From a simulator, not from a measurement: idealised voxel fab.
process module | voxel double patterning
cross-section cut | 150 nm wide | cells 5 nm
A cross-section is a grid of square cells, given in bands from the top down. A band is one or more rows of cells.
Each band's line starts with the height of the band's top and of its bottom, in nm. Then come its materials from left to right, each with its width in nm. One material with "throughout" fills the band from edge to edge. "air" is empty space.
Height 0 is the level under which the wafer as received is all one material. The lowest band goes on downwards, as in "0 down".
A width such as "30 to 40" changes by the same amount from each row of cells to the next, from the band's top row to its bottom row.
"no change" after a step means that no cell of the cross-section changed.
closed voids: empty space of 8 cells or more with no open way to the top, each as width x height at its distance from the left edge, in nm
after a step's settings: what the simulator itself notes on the step
overlay nm, on a step with a mask: how far to the right of its planned place the mask lay; to the left if negative
plan
1 op RECEIVE | material Si
2 op CONFORMAL_DEP | material SiN | thk nm 10
3 op DIRECTIONAL_DEP | material SiO2 | thk nm 10
4 op DIRECTIONAL_DEP | material SiCN | thk nm 5
5 op DIRECTIONAL_DEP | material aC | thk nm 15
6 op PATTERN | tone open | mask id FIRST | material resist | width nm 15 | pitch nm 50 | thk nm 35 | overlay nm 0
7 op DIRECTIONAL_ETCH | etch materials aC | depth nm 15
8 op STRIP | etch materials resist
9 op DIRECTIONAL_ETCH | etch materials SiCN | depth nm 5
10 op STRIP | etch materials aC
11 op PATTERN | tone open | mask id SECOND | material resist | width nm 15 | thk nm 15 | overlay nm 0
12 op DIRECTIONAL_ETCH | etch materials SiCN | depth nm 5
13 op STRIP | etch materials resist
14 op DIRECTIONAL_ETCH | etch materials SiO2 | depth nm 10
15 op STRIP | etch materials SiCN
first wafer, as planned
as received, after step 1
  0 down: Si throughout
  closed voids: none
after step 2
  10 to 0: SiN throughout
  below 0: unchanged
after step 3
  20 to 10: SiO2 throughout
  below 10: unchanged
after step 4
  25 to 20: SiCN throughout
  below 20: unchanged
after step 5
  40 to 25: aC throughout
  below 25: unchanged
after step 6
  75 to 40: resist 40 | air 15 | resist 35 | air 15 | resist 45
  below 40: unchanged
after step 7
  60 to 40: resist 40 | air 15 | resist 35 | air 15 | resist 45
  40 to 25: aC 40 | air 15 | aC 35 | air 15 | aC 45
  below 25: unchanged
after step 8
  40 to 25: aC 40 | air 15 | aC 35 | air 15 | aC 45
  below 25: unchanged
after step 9
  40 to 25: aC 40 | air 15 | aC 35 | air 15 | aC 45
  25 to 20: SiCN 40 | air 15 | SiCN 35 | air 15 | SiCN 45
  below 20: unchanged
after step 10
  25 to 20: SiCN 40 | air 15 | SiCN 35 | air 15 | SiCN 45
  below 20: unchanged
after step 11
  40 to 25: resist 65 | air 15 | resist 70
  25 to 20: SiCN 40 | resist 15 | SiCN 35 | resist 15 | SiCN 45
  below 20: unchanged
after step 12
  40 to 25: resist 65 | air 15 | resist 70
  25 to 20: SiCN 40 | resist 15 | SiCN 10 | air 15 | SiCN 10 | resist 15 | SiCN 45
  below 20: unchanged
after step 13
  25 to 20: SiCN 40 | air 15 | SiCN 10 | air 15 | SiCN 10 | air 15 | SiCN 45
  below 20: unchanged
after step 14
  25 to 20: SiCN 40 | air 15 | SiCN 10 | air 15 | SiCN 10 | air 15 | SiCN 45
  20 to 10: SiO2 40 | air 15 | SiO2 10 | air 15 | SiO2 10 | air 15 | SiO2 45
  below 10: unchanged
after step 15
  20 to 10: SiO2 40 | air 15 | SiO2 10 | air 15 | SiO2 10 | air 15 | SiO2 45
  below 10: unchanged
second wafer: like start, like plan, one mistake. Through step 1 it matches the first wafer
when step 2 should have ended
  10 to 0: SiO2 throughout
  below 0: unchanged
when step 3 should have ended
  20 to 0: SiO2 throughout
  below 0: unchanged
when step 4 should have ended
  25 to 20: SiCN throughout
  below 20: unchanged
when step 5 should have ended
  40 to 25: aC throughout
  below 25: unchanged
when step 6 should have ended
  75 to 40: resist 40 | air 15 | resist 35 | air 15 | resist 45
  below 40: unchanged
when step 7 should have ended
  60 to 40: resist 40 | air 15 | resist 35 | air 15 | resist 45
  40 to 25: aC 40 | air 15 | aC 35 | air 15 | aC 45
  below 25: unchanged
when step 8 should have ended
  40 to 25: aC 40 | air 15 | aC 35 | air 15 | aC 45
  below 25: unchanged
when step 9 should have ended
  40 to 25: aC 40 | air 15 | aC 35 | air 15 | aC 45
  25 to 20: SiCN 40 | air 15 | SiCN 35 | air 15 | SiCN 45
  below 20: unchanged
when step 10 should have ended
  25 to 20: SiCN 40 | air 15 | SiCN 35 | air 15 | SiCN 45
  below 20: unchanged
when step 11 should have ended
  40 to 25: resist 65 | air 15 | resist 70
  25 to 20: SiCN 40 | resist 15 | SiCN 35 | resist 15 | SiCN 45
  below 20: unchanged
when step 12 should have ended
  40 to 25: resist 65 | air 15 | resist 70
  25 to 20: SiCN 40 | resist 15 | SiCN 10 | air 15 | SiCN 10 | resist 15 | SiCN 45
  below 20: unchanged
when step 13 should have ended
  25 to 20: SiCN 40 | air 15 | SiCN 10 | air 15 | SiCN 10 | air 15 | SiCN 45
  below 20: unchanged
when step 14 should have ended
  25 to 20: SiCN 40 | air 15 | SiCN 10 | air 15 | SiCN 10 | air 15 | SiCN 45
  20 to 10: SiO2 40 | air 15 | SiO2 10 | air 15 | SiO2 10 | air 15 | SiO2 45
  below 10: unchanged
when step 15 should have ended
  20 to 10: SiO2 40 | air 15 | SiO2 10 | air 15 | SiO2 10 | air 15 | SiO2 45
  below 10: unchanged
what went wrong: step 2 ran as: op CONFORMAL_DEP | material SiO2 | thk nm 10
at the end the second wafer has, in cells: 60 fewer of SiN | 60 more of SiO2
